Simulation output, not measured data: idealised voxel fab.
The document below concerns the process module designated voxel self aligned vias.
FYI the section here is cut, 245 nm wide, cells are 5 nm squares.
Just so we're on the same page, the cross-sections are grids of square cells, and they're listed out in bands top to bottom, each band one or more rows deep. In this notation a band is specified by the heights of its top and bottom, in that order and in nm, after which its materials appear from left to right, each paired with its width in nm. The word "throughout" attached to a single material means that material fills the band from edge to edge; the word "empty" stands for empty space. Below 0: as-received wafer, all one material; heights counted from there. Lowest band: no bottom, goes on down, written "0 -> down". The notation "30..40" denotes a width that varies across the rows of cells in the band, beginning at the first number in the top row, finishing at the second number in the bottom row, and changing by an identical amount from each row to the next. Step marked "remained unchanged"? Then no cell in the cross-section changed in it. Any empty space of 8 cells or more lacking an open way to the top shows up in "Closed cavities" as width x height at distance, distance from the left edge, in nm. That trailing text on a step's line, after the settings, is the simulator's own remark on the step. overlay nm, on a step with a mask: how far to the right of its planned place the mask lay; to the left if negative.

This section lists the process steps that were planned
- 1: RECEIVE with material Si
- 2: CONFORMAL_DEP with material SiO2, thk nm 10
- 3: CONFORMAL_DEP with material SiCN, thk nm 5
- 4: DIRECTIONAL_DEP with material SiO2, thk nm 30
- 5: PATTERN with tone open, mask id LINES, material resist, width nm 30, pitch nm 70, thk nm 15, overlay nm 0
- 6: DIRECTIONAL_ETCH with etch materials SiO2, depth nm 30
- 7: STRIP with etch materials resist
- 8: CONFORMAL_DEP with material TiN, thk nm 5
- 9: FILL_DEP with material Ru, thk nm 5
- 10: CMP with height nm 45
- 11: SELECTIVE_ETCH with etch materials W Ru TiN, depth nm 5
- 12: FILL_DEP with material SiN, thk nm 5
- 13: CMP with height nm 45
- 14: DIRECTIONAL_DEP with material SiO2, thk nm 20
- 15: DIRECTIONAL_DEP with material aC, thk nm 15
- 16: PATTERN with tone open, mask id VIAS, material resist, width nm 50, pitch nm 140, thk nm 35, overlay nm 0
- 17: DIRECTIONAL_ETCH with etch materials aC, depth nm 15
- 18: STRIP with etch materials resist
- 19: DIRECTIONAL_ETCH with etch materials SiO2, depth nm 20
- 20: DIRECTIONAL_ETCH with etch materials SiN, depth nm 5
- 21: STRIP with etch materials aC
- 22: CONFORMAL_DEP with material TiN, thk nm 5
- 23: FILL_DEP with material W, thk nm 5
- 24: CMP with height nm 65
- 25: CONFORMAL_DEP with material SiN, thk nm 5

First wafer of two (run as planned)

Cross-section of the wafer as it came to us, i.e., already through step 1
> 0 -> down | Si throughout
> Closed cavities: none

Step 2 complete: cross-section through the wafer
> 10 -> 0 | SiO2 throughout
> Below 0, no change.

Step 3 complete: cross-section through the wafer
> 15 -> 10 | SiCN throughout
> Below 10, no change.

Step 4 complete: cross-section through the wafer
> 45 -> 15 | SiO2 throughout
> Below 15, no change.

Step 5 complete: cross-section through the wafer
> 60 -> 45 | resist=35  empty=30  resist=40  empty=30  resist=40  empty=30  resist=40
> Below 45, no change.

Step 6 complete: cross-section through the wafer
> 60 -> 45 | resist=35  empty=30  resist=40  empty=30  resist=40  empty=30  resist=40
> 45 -> 15 | SiO2=35  empty=30  SiO2=40  empty=30  SiO2=40  empty=30  SiO2=40
> Below 15, no change.

Step 7 complete: cross-section through the wafer
> 45 -> 15 | SiO2=35  empty=30  SiO2=40  empty=30  SiO2=40  empty=30  SiO2=40
> Below 15, no change.

Step 8 complete: cross-section through the wafer
> 50 -> 45 | TiN=40  empty=20  TiN=50  empty=20  TiN=50  empty=20  TiN=45
> 45 -> 20 | SiO2=35  TiN=5  empty=20  TiN=5  SiO2=40  TiN=5  empty=20  TiN=5  SiO2=40  TiN=5  empty=20  TiN=5  SiO2=40
> 20 -> 15 | SiO2=35  TiN=30  SiO2=40  TiN=30  SiO2=40  TiN=30  SiO2=40
> Below 15, no change.

Step 9 complete: cross-section through the wafer
> 55 -> 50 | Ru throughout
> 50 -> 45 | TiN=40  Ru=20  TiN=50  Ru=20  TiN=50  Ru=20  TiN=45
> 45 -> 20 | SiO2=35  TiN=5  Ru=20  TiN=5  SiO2=40  TiN=5  Ru=20  TiN=5  SiO2=40  TiN=5  Ru=20  TiN=5  SiO2=40
> Below 20, no change.

Step 10 complete: cross-section through the wafer
> 45 -> 20 | SiO2=35  TiN=5  Ru=20  TiN=5  SiO2=40  TiN=5  Ru=20  TiN=5  SiO2=40  TiN=5  Ru=20  TiN=5  SiO2=40
> Below 20, no change.

Step 11 complete: cross-section through the wafer
> 45 -> 40 | SiO2=35  empty=30  SiO2=40  empty=30  SiO2=40  empty=30  SiO2=40
> Below 40, no change.

Step 12 complete: cross-section through the wafer
> 50 -> 45 | SiN throughout
> 45 -> 40 | SiO2=35  SiN=30  SiO2=40  SiN=30  SiO2=40  SiN=30  SiO2=40
> Below 40, no change.

Step 13 complete: cross-section through the wafer
> 45 -> 40 | SiO2=35  SiN=30  SiO2=40  SiN=30  SiO2=40  SiN=30  SiO2=40
> Below 40, no change.

Step 14 complete: cross-section through the wafer
> 65 -> 45 | SiO2 throughout
> Below 45, no change.

Step 15 complete: cross-section through the wafer
> 80 -> 65 | aC throughout
> Below 65, no change.

Step 16 complete: cross-section through the wafer
> 115 -> 80 | resist=25  empty=50  resist=90  empty=50  resist=30
> Below 80, no change.

Step 17 complete: cross-section through the wafer
> 100 -> 80 | resist=25  empty=50  resist=90  empty=50  resist=30
> 80 -> 65 | aC=25  empty=50  aC=90  empty=50  aC=30
> Below 65, no change.

Step 18 complete: cross-section through the wafer
> 80 -> 65 | aC=25  empty=50  aC=90  empty=50  aC=30
> Below 65, no change.

Step 19 complete: cross-section through the wafer
> 80 -> 65 | aC=25  empty=50  aC=90  empty=50  aC=30
> 65 -> 45 | SiO2=25  empty=50  SiO2=90  empty=50  SiO2=30
> Below 45, no change.

Step 20 complete: cross-section through the wafer
> 80 -> 65 | aC=25  empty=50  aC=90  empty=50  aC=30
> 65 -> 45 | SiO2=25  empty=50  SiO2=90  empty=50  SiO2=30
> 45 -> 40 | SiO2=35  empty=30  SiO2=40  SiN=30  SiO2=40  empty=30  SiO2=40
> Below 40, no change.

Step 21 complete: cross-section through the wafer
> 65 -> 45 | SiO2=25  empty=50  SiO2=90  empty=50  SiO2=30
> Below 45, no change.

Step 22 complete: cross-section through the wafer
> 70 -> 65 | TiN=30  empty=40  TiN=100  empty=40  TiN=35
> 65 -> 50 | SiO2=25  TiN=5  empty=40  TiN=5  SiO2=90  TiN=5  empty=40  TiN=5  SiO2=30
> 50 -> 45 | SiO2=25  TiN=15  empty=20  TiN=15  SiO2=90  TiN=15  empty=20  TiN=15  SiO2=30
> 45 -> 40 | SiO2=35  TiN=30  SiO2=40  SiN=30  SiO2=40  TiN=30  SiO2=40
> Below 40, no change.

Step 23 complete: cross-section through the wafer
> 75 -> 70 | W throughout
> 70 -> 65 | TiN=30  W=40  TiN=100  W=40  TiN=35
> 65 -> 50 | SiO2=25  TiN=5  W=40  TiN=5  SiO2=90  TiN=5  W=40  TiN=5  SiO2=30
> 50 -> 45 | SiO2=25  TiN=15  W=20  TiN=15  SiO2=90  TiN=15  W=20  TiN=15  SiO2=30
> Below 45, no change.

Step 24 complete: cross-section through the wafer
> 65 -> 50 | SiO2=25  TiN=5  W=40  TiN=5  SiO2=90  TiN=5  W=40  TiN=5  SiO2=30
> Below 50, no change.

Step 25 complete: cross-section through the wafer
> 70 -> 65 | SiN throughout
> Below 65, no change.

The remaining wafer, second of the two, started like the first and was run to the same plan, except that one mistake was made along the way; the two coincide through step 4, inclusive

Second wafer, sectioned view, at step 5's planned end time
> 60 -> 45 | resist=30  empty=30  resist=40  empty=30  resist=40  empty=30  resist=45
> Below 45, no change.

Second wafer, sectioned view, at step 6's planned end time
> 60 -> 45 | resist=30  empty=30  resist=40  empty=30  resist=40  empty=30  resist=45
> 45 -> 15 | SiO2=30  empty=30  SiO2=40  empty=30  SiO2=40  empty=30  SiO2=45
> Below 15, no change.

Second wafer, sectioned view, at step 7's planned end time
> 45 -> 15 | SiO2=30  empty=30  SiO2=40  empty=30  SiO2=40  empty=30  SiO2=45
> Below 15, no change.

Second wafer, sectioned view, at step 8's planned end time
> 50 -> 45 | TiN=35  empty=20  TiN=50  empty=20  TiN=50  empty=20  TiN=50
> 45 -> 20 | SiO2=30  TiN=5  empty=20  TiN=5  SiO2=40  TiN=5  empty=20  TiN=5  SiO2=40  TiN=5  empty=20  TiN=5  SiO2=45
> 20 -> 15 | SiO2=30  TiN=30  SiO2=40  TiN=30  SiO2=40  TiN=30  SiO2=45
> Below 15, no change.

Second wafer, sectioned view, at step 9's planned end time
> 55 -> 50 | Ru throughout
> 50 -> 45 | TiN=35  Ru=20  TiN=50  Ru=20  TiN=50  Ru=20  TiN=50
> 45 -> 20 | SiO2=30  TiN=5  Ru=20  TiN=5  SiO2=40  TiN=5  Ru=20  TiN=5  SiO2=40  TiN=5  Ru=20  TiN=5  SiO2=45
> Below 20, no change.

Second wafer, sectioned view, at step 10's planned end time
> 45 -> 20 | SiO2=30  TiN=5  Ru=20  TiN=5  SiO2=40  TiN=5  Ru=20  TiN=5  SiO2=40  TiN=5  Ru=20  TiN=5  SiO2=45
> Below 20, no change.

Second wafer, sectioned view, at step 11's planned end time
> 45 -> 40 | SiO2=30  empty=30  SiO2=40  empty=30  SiO2=40  empty=30  SiO2=45
> Below 40, no change.

Second wafer, sectioned view, at step 12's planned end time
> 50 -> 45 | SiN throughout
> 45 -> 40 | SiO2=30  SiN=30  SiO2=40  SiN=30  SiO2=40  SiN=30  SiO2=45
> Below 40, no change.

Second wafer, sectioned view, at step 13's planned end time
> 45 -> 40 | SiO2=30  SiN=30  SiO2=40  SiN=30  SiO2=40  SiN=30  SiO2=45
> Below 40, no change.

Second wafer, sectioned view, at step 14's planned end time
> 65 -> 45 | SiO2 throughout
> Below 45, no change.

Second wafer, sectioned view, at step 15's planned end time
> 80 -> 65 | aC throughout
> Below 65, no change.

Second wafer, sectioned view, at step 16's planned end time
> 115 -> 80 | resist=25  empty=50  resist=90  empty=50  resist=30
> Below 80, no change.

Second wafer, sectioned view, at step 17's planned end time
> 100 -> 80 | resist=25  empty=50  resist=90  empty=50  resist=30
> 80 -> 65 | aC=25  empty=50  aC=90  empty=50  aC=30
> Below 65, no change.

Second wafer, sectioned view, at step 18's planned end time
> 80 -> 65 | aC=25  empty=50  aC=90  empty=50  aC=30
> Below 65, no change.

Second wafer, sectioned view, at step 19's planned end time
> 80 -> 65 | aC=25  empty=50  aC=90  empty=50  aC=30
> 65 -> 45 | SiO2=25  empty=50  SiO2=90  empty=50  SiO2=30
> Below 45, no change.

Second wafer, sectioned view, at step 20's planned end time
> 80 -> 65 | aC=25  empty=50  aC=90  empty=50  aC=30
> 65 -> 45 | SiO2=25  empty=50  SiO2=90  empty=50  SiO2=30
> 45 -> 40 | SiO2=30  empty=30  SiO2=40  SiN=30  SiO2=40  empty=30  SiO2=45
> Below 40, no change.

Second wafer, sectioned view, at step 21's planned end time
> 65 -> 45 | SiO2=25  empty=50  SiO2=90  empty=50  SiO2=30
> Below 45, no change.

Second wafer, sectioned view, at step 22's planned end time
> 70 -> 65 | TiN=30  empty=40  TiN=100  empty=40  TiN=35
> 65 -> 50 | SiO2=25  TiN=5  empty=40  TiN=5  SiO2=90  TiN=5  empty=40  TiN=5  SiO2=30
> 50 -> 45 | SiO2=25  TiN=10  empty=20  TiN=20  SiO2=90  TiN=10  empty=20  TiN=20  SiO2=30
> 45 -> 40 | SiO2=30  TiN=30  SiO2=40  SiN=30  SiO2=40  TiN=30  SiO2=45
> Below 40, no change.

Second wafer, sectioned view, at step 23's planned end time
> 75 -> 70 | W throughout
> 70 -> 65 | TiN=30  W=40  TiN=100  W=40  TiN=35
> 65 -> 50 | SiO2=25  TiN=5  W=40  TiN=5  SiO2=90  TiN=5  W=40  TiN=5  SiO2=30
> 50 -> 45 | SiO2=25  TiN=10  W=20  TiN=20  SiO2=90  TiN=10  W=20  TiN=20  SiO2=30
> Below 45, no change.

Second wafer, sectioned view, at step 24's planned end time
> 65 -> 50 | SiO2=25  TiN=5  W=40  TiN=5  SiO2=90  TiN=5  W=40  TiN=5  SiO2=30
> Below 50, no change.

Second wafer, sectioned view, at step 25's planned end time
> 70 -> 65 | SiN throughout
> Below 65, no change.
The mistake made against the process plan was this: it should be noted that step 5 was executed with settings other than those planned, the operation and settings actually applied being PATTERN with tone open, mask id LINES, material resist, width nm 30, pitch nm 70, thk nm 15, overlay nm -5
At the end, the second wafer has the same number of cells of each material as the first, but those cells sit in other places.
